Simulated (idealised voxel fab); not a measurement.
process module | voxel double patterning
cross-section cut | 220 nm wide | cells 5 nm
A cross-section is a grid of square cells, given in bands from the top down. A band is one or more rows of cells.
Each band's line starts with the height of the band's top and of its bottom, in nm. Then come its materials from left to right, each with its width in nm. One material with "throughout" fills the band from edge to edge. "air" is empty space.
Height 0 is the level under which the wafer as received is all one material. The lowest band goes on downwards, as in "0 down".
A width such as "30 to 40" changes by the same amount from each row of cells to the next, from the band's top row to its bottom row.
"no change" after a step means that no cell of the cross-section changed.
closed voids: empty space of 8 cells or more with no open way to the top, each as width x height at its distance from the left edge, in nm
after a step's settings: what the simulator itself notes on the step
overlay nm, on a step with a mask: how far to the right of its planned place the mask lay; to the left if negative
plan
1 op RECEIVE | material Si
2 op CONFORMAL_DEP | material SiO2 | thk nm 10
3 op DIRECTIONAL_DEP | material TiN | thk nm 20
4 op DIRECTIONAL_DEP | material SiN | thk nm 10
5 op PATTERN | tone open | mask id FIRST | material resist | width nm 15 | pitch nm 50 | thk nm 15 | overlay nm 0
6 op DIRECTIONAL_ETCH | etch materials SiN | depth nm 10
7 op STRIP | etch materials resist
8 op DIRECTIONAL_DEP | material aC | thk nm 15
9 op PATTERN | tone open | mask id SECOND | material resist | width nm 15 | thk nm 35 | overlay nm 0
10 op DIRECTIONAL_ETCH | etch materials aC | depth nm 15
11 op STRIP | etch materials resist
12 op DIRECTIONAL_ETCH | etch materials SiN | depth nm 10
13 op STRIP | etch materials aC
14 op DIRECTIONAL_ETCH | etch materials TiN | depth nm 20
15 op STRIP | etch materials SiN
as received, after step 1
  0 down: Si throughout
  closed voids: none
first wafer at the end, as planned
  30 to 10: TiN 75 | air 15 | TiN 10 | air 15 | TiN 10 | air 15 | TiN 80
  10 to 0: SiO2 throughout
  0 down: Si throughout
  closed voids: none
second wafer at the end: like start, like plan, one mistake
  30 to 10: TiN 85 | air 30 | TiN 20 | air 15 | TiN 70
  10 to 0: SiO2 throughout
  0 down: Si throughout
  closed voids: none
what went wrong: step 5 ran as: op PATTERN | tone open | mask id FIRST | material resist | width nm 15 | pitch nm 50 | thk nm 15 | overlay nm 10
at the end the second wafer has, in cells: as many of each material as the first, in other places
